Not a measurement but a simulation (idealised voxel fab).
Process module name: voxel wiring stack
Section shown: cut. Width: 265 nm. Cell size: 5 nm, square.
We lay out every cross-section as a grid of square cells and spell it out in bands from the top down, where one band means one or more rows of cells. The band entry comprises the height of the band's top followed by the height of its bottom, expressed in nm, and subsequently the band's materials from left to right, each stated together with its width in nm. Where a single material is marked with the word "throughout", that material fills the band from edge to edge. The word "blank" represents empty space. Below 0: as-received wafer, all one material; heights counted from there. Lowest band: no bottom, goes on down, written "0 down". Quick explanation for "30 to 40": the width changes in equal steps down the rows of cells, from the first number in the band's top row to the second number in its bottom row. "left unchanged" (step): cross-section cells unchanged, all of them. The entry titled "Enclosed void catalog" provides the empty spaces that have no open way to the top, restricted to those of 8 cells or more. Each is presented as width x height at distance, the distance being measured from the left edge, with all three in nm. On a step's line, text after the settings is the simulator commenting on that step. On any step carrying a mask, the "overlay nm" setting, if present on the step's line, tells how far right of its planned place the mask lay; negative values point to the left.
List of planned process steps
1. RECEIVE: material Si
2. CONFORMAL_DEP: material SiO2, thk nm 10
3. CONFORMAL_DEP: material SiCN, thk nm 5
4. DIRECTIONAL_DEP: material SiO2, thk nm 20
5. DIRECTIONAL_DEP: material aC, thk nm 15
6. PATTERN: tone open, mask id METAL_1, material resist, width nm 30, pitch nm 60, thk nm 35, overlay nm 0
7. DIRECTIONAL_ETCH: etch materials aC, depth nm 15
8. STRIP: etch materials resist
9. DIRECTIONAL_ETCH: etch materials SiO2, depth nm 20
10. DIRECTIONAL_ETCH: etch materials SiCN, depth nm 5
11. STRIP: etch materials aC
12. CONFORMAL_DEP: material TiN, thk nm 5
13. FILL_DEP: material W, thk nm 5
14. CMP: height nm 35
15. EPI: material Ru, thk nm 5
16. FILL_DEP: material SiCN, thk nm 5
17. DIRECTIONAL_DEP: material SiO2, thk nm 10
18. PATTERN: tone open, mask id PLUG_1, material resist, width nm 15, pitch nm 60, thk nm 15, overlay nm 0
19. DIRECTIONAL_ETCH: etch materials SiO2, depth nm 10
20. DIRECTIONAL_ETCH: etch materials SiCN, depth nm 5
21. STRIP: etch materials resist
22. EPI: material Ru, thk nm 10
23. EPI: material Ru, thk nm 5
24. DIRECTIONAL_DEP: material TiN, thk nm 5
25. DIRECTIONAL_DEP: material W, thk nm 15
26. DIRECTIONAL_DEP: material aC, thk nm 15
27. PATTERN: tone cover, mask id METAL_2, material resist, width nm 30, pitch nm 60, thk nm 30, overlay nm 0
28. DIRECTIONAL_ETCH: etch materials aC, depth nm 15
29. STRIP: etch materials resist
30. DIRECTIONAL_ETCH: etch materials W, depth nm 15
31. DIRECTIONAL_ETCH: etch materials TiN, depth nm 5
32. STRIP: etch materials aC
33. CONFORMAL_DEP: material SiN, thk nm 5
34. FILL_DEP: material lowk, thk nm 5
35. CMP: height nm 75
36. CONFORMAL_DEP: material SiCN, thk nm 5
Cross-section of the wafer at receipt, which is the condition after step 1
0 down: Si throughout
Enclosed void catalog: none
Looking at the first of two wafers in cross-section at end of module - ran to plan
80 to 75: SiCN throughout
75 to 60: 50 lowk | 5 SiN | 30 W | 5 SiN | 20 lowk | 5 SiN | 30 W | 5 SiN | 20 lowk | 5 SiN | 30 W | 5 SiN | 55 lowk
60 to 55: 55 SiN | 30 TiN | 30 SiN | 30 TiN | 30 SiN | 30 TiN | 60 SiN
55 to 45: 55 SiO2 | 15 Ru | 45 SiO2 | 15 Ru | 45 SiO2 | 15 Ru | 75 SiO2
45 to 35: 55 to 50 SiCN | 15 to 40 Ru | 45 to 20 SiCN | 15 to 40 Ru | 45 to 20 SiCN | 15 to 40 Ru | 75 to 55 SiCN
35 to 15: 55 SiO2 | 5 TiN | 20 W | 5 TiN | 30 SiO2 | 5 TiN | 20 W | 5 TiN | 30 SiO2 | 5 TiN | 20 W | 5 TiN | 60 SiO2
15 to 10: 55 SiCN | 30 TiN | 30 SiCN | 30 TiN | 30 SiCN | 30 TiN | 60 SiCN
10 to 0: SiO2 throughout
0 down: Si throughout
Enclosed void catalog: none
So this is wafer number two of the two, cut at the end of the module - it started where the first did and had the same plan, we just got one thing wrong running it
80 to 75: SiCN throughout
75 to 60: 50 lowk | 5 SiN | 30 W | 5 SiN | 20 lowk | 5 SiN | 30 W | 5 SiN | 20 lowk | 5 SiN | 30 W | 5 SiN | 55 lowk
60 to 55: 55 SiN | 30 TiN | 30 SiN | 30 TiN | 30 SiN | 30 TiN | 60 SiN
55 to 45: 60 SiO2 | 15 Ru | 45 SiO2 | 15 Ru | 45 SiO2 | 15 Ru | 70 SiO2
45 to 35: 60 to 50 SiCN | 15 to 40 Ru | 45 to 20 SiCN | 15 to 40 Ru | 45 to 20 SiCN | 15 to 40 Ru | 70 to 55 SiCN
35 to 15: 55 SiO2 | 5 TiN | 20 W | 5 TiN | 30 SiO2 | 5 TiN | 20 W | 5 TiN | 30 SiO2 | 5 TiN | 20 W | 5 TiN | 60 SiO2
15 to 10: 55 SiCN | 30 TiN | 30 SiCN | 30 TiN | 30 SiCN | 30 TiN | 60 SiCN
10 to 0: SiO2 throughout
0 down: Si throughout
Enclosed void catalog: none
Plan not followed: step 18 changed vs plan, executed as PATTERN: tone open, mask id PLUG_1, material resist, width nm 15, pitch nm 60, thk nm 15, overlay nm 5
In the final comparison it is observed that the number of cells assigned to each material is identical for the two wafers, whereas their placement is not.
